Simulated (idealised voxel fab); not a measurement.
process module | voxel self aligned contacts
cross-section cut | 170 nm wide | cells 5 nm
A cross-section is a grid of square cells, given in bands from the top down. A band is one or more rows of cells.
Each band's line starts with the height of the band's top and of its bottom, in nm. Then come its materials from left to right, each with its width in nm. One material with "throughout" fills the band from edge to edge. "air" is empty space.
Height 0 is the level under which the wafer as received is all one material. The lowest band goes on downwards, as in "0 down".
A width such as "30 to 40" changes by the same amount from each row of cells to the next, from the band's top row to its bottom row.
"no change" after a step means that no cell of the cross-section changed.
closed voids: empty space of 8 cells or more with no open way to the top, each as width x height at its distance from the left edge, in nm
after a step's settings: what the simulator itself notes on the step
overlay nm, on a step with a mask: how far to the right of its planned place the mask lay; to the left if negative
plan
1 op RECEIVE | material Si
2 op CONFORMAL_DEP | material SiO2 | thk nm 5
3 op DIRECTIONAL_DEP | material polySi | thk nm 30
4 op DIRECTIONAL_DEP | material SiN | thk nm 20
5 op MASKED_ETCH | tone cover | mask id GATE | width nm 35 | pitch nm 70 | etch materials SiN | depth nm 20 | overlay nm 0
6 op MASKED_ETCH | tone cover | mask id GATE | width nm 35 | pitch nm 70 | etch materials polySi | depth nm 30 | overlay nm 0
7 op CONFORMAL_DEP | material SiN | thk nm 5
8 op DIRECTIONAL_ETCH | etch materials SiN | depth nm 5
9 op FILL_DEP | material SiO2 | thk nm 20
10 op CMP | height nm 65
11 op MASKED_ETCH | tone open | mask id CONTACT | width nm 45 | etch materials SiO2 | depth nm 65 | overlay nm 0
12 op CONFORMAL_DEP | material TiN | thk nm 5
13 op FILL_DEP | material Ru | thk nm 10
14 op CMP | height nm 65
15 op CONFORMAL_DEP | material SiCN | thk nm 5
first wafer, as planned
as received, after step 1
  0 down: Si throughout
  closed voids: none
after step 2
  5 to 0: SiO2 throughout
  below 0: unchanged
after step 3
  35 to 5: polySi throughout
  below 5: unchanged
after step 4
  55 to 35: SiN throughout
  below 35: unchanged
after step 5
  55 to 35: air 30 | SiN 35 | air 35 | SiN 35 | air 35
  below 35: unchanged
after step 6
  55 to 35: air 30 | SiN 35 | air 35 | SiN 35 | air 35
  35 to 5: air 30 | polySi 35 | air 35 | polySi 35 | air 35
  below 5: unchanged
after step 7
  60 to 35: air 25 | SiN 45 | air 25 | SiN 45 | air 30
  35 to 10: air 25 | SiN 5 | polySi 35 | SiN 5 | air 25 | SiN 5 | polySi 35 | SiN 5 | air 30
  10 to 5: SiN 30 | polySi 35 | SiN 35 | polySi 35 | SiN 35
  below 5: unchanged
after step 8
  55 to 35: air 25 | SiN 45 | air 25 | SiN 45 | air 30
  35 to 5: air 25 | SiN 5 | polySi 35 | SiN 5 | air 25 | SiN 5 | polySi 35 | SiN 5 | air 30
  below 5: unchanged
after step 9
  75 to 55: SiO2 throughout
  55 to 35: SiO2 25 | SiN 45 | SiO2 25 | SiN 45 | SiO2 30
  35 to 5: SiO2 25 | SiN 5 | polySi 35 | SiN 5 | SiO2 25 | SiN 5 | polySi 35 | SiN 5 | SiO2 30
  below 5: unchanged
after step 10
  65 to 55: SiO2 throughout
  below 55: unchanged
after step 11
  65 to 55: SiO2 60 | air 45 | SiO2 65
  55 to 35: SiO2 25 | SiN 45 | air 25 | SiN 45 | SiO2 30
  35 to 5: SiO2 25 | SiN 5 | polySi 35 | SiN 5 | air 25 | SiN 5 | polySi 35 | SiN 5 | SiO2 30
  5 to 0: SiO2 70 | air 25 | SiO2 75
  below 0: unchanged
after step 12
  70 to 65: TiN 65 | air 35 | TiN 70
  65 to 55: SiO2 60 | TiN 5 to 15 | air 35 to 15 | TiN 5 to 15 | SiO2 65
  55 to 35: SiO2 25 | SiN 45 | TiN 5 | air 15 | TiN 5 | SiN 45 | SiO2 30
  35 to 5: SiO2 25 | SiN 5 | polySi 35 | SiN 5 | TiN 5 | air 15 | TiN 5 | SiN 5 | polySi 35 | SiN 5 | SiO2 30
  5 to 0: SiO2 70 | TiN 25 | SiO2 75
  below 0: unchanged
after step 13
  80 to 70: Ru throughout
  70 to 65: TiN 65 | Ru 35 | TiN 70
  65 to 55: SiO2 60 | TiN 5 to 15 | Ru 35 to 15 | TiN 5 to 15 | SiO2 65
  55 to 35: SiO2 25 | SiN 45 | TiN 5 | Ru 15 | TiN 5 | SiN 45 | SiO2 30
  35 to 5: SiO2 25 | SiN 5 | polySi 35 | SiN 5 | TiN 5 | Ru 15 | TiN 5 | SiN 5 | polySi 35 | SiN 5 | SiO2 30
  below 5: unchanged
after step 14
  65 to 55: SiO2 60 | TiN 5 to 15 | Ru 35 to 15 | TiN 5 to 15 | SiO2 65
  below 55: unchanged
after step 15
  70 to 65: SiCN throughout
  below 65: unchanged
second wafer: like start, like plan, one mistake. Through step 10 it matches the first wafer
when step 11 should have ended
  65 to 55: SiO2 70 | air 45 | SiO2 55
  55 to 35: SiO2 25 | SiN 45 | air 25 | SiN 45 | SiO2 30
  35 to 5: SiO2 25 | SiN 5 | polySi 35 | SiN 5 | air 25 | SiN 5 | polySi 35 | SiN 5 | SiO2 30
  5 to 0: SiO2 70 | air 25 | SiO2 75
  below 0: unchanged
when step 12 should have ended
  70 to 65: TiN 75 | air 35 | TiN 60
  65 to 55: SiO2 70 | TiN 5 | air 35 to 15 | TiN 5 to 25 | SiO2 55
  55 to 35: SiO2 25 | SiN 45 | TiN 5 | air 15 | TiN 5 | SiN 45 | SiO2 30
  35 to 5: SiO2 25 | SiN 5 | polySi 35 | SiN 5 | TiN 5 | air 15 | TiN 5 | SiN 5 | polySi 35 | SiN 5 | SiO2 30
  5 to 0: SiO2 70 | TiN 25 | SiO2 75
  below 0: unchanged
when step 13 should have ended
  80 to 70: Ru throughout
  70 to 65: TiN 75 | Ru 35 | TiN 60
  65 to 55: SiO2 70 | TiN 5 | Ru 35 to 15 | TiN 5 to 25 | SiO2 55
  55 to 35: SiO2 25 | SiN 45 | TiN 5 | Ru 15 | TiN 5 | SiN 45 | SiO2 30
  35 to 5: SiO2 25 | SiN 5 | polySi 35 | SiN 5 | TiN 5 | Ru 15 | TiN 5 | SiN 5 | polySi 35 | SiN 5 | SiO2 30
  below 5: unchanged
when step 14 should have ended
  65 to 55: SiO2 70 | TiN 5 | Ru 35 to 15 | TiN 5 to 25 | SiO2 55
  below 55: unchanged
when step 15 should have ended
  70 to 65: SiCN throughout
  below 65: unchanged
what went wrong: step 11 ran as: op MASKED_ETCH | tone open | mask id CONTACT | width nm 45 | etch materials SiO2 | depth nm 65 | overlay nm 10
at the end the second wafer has, in cells: as many of each material as the first, in other places
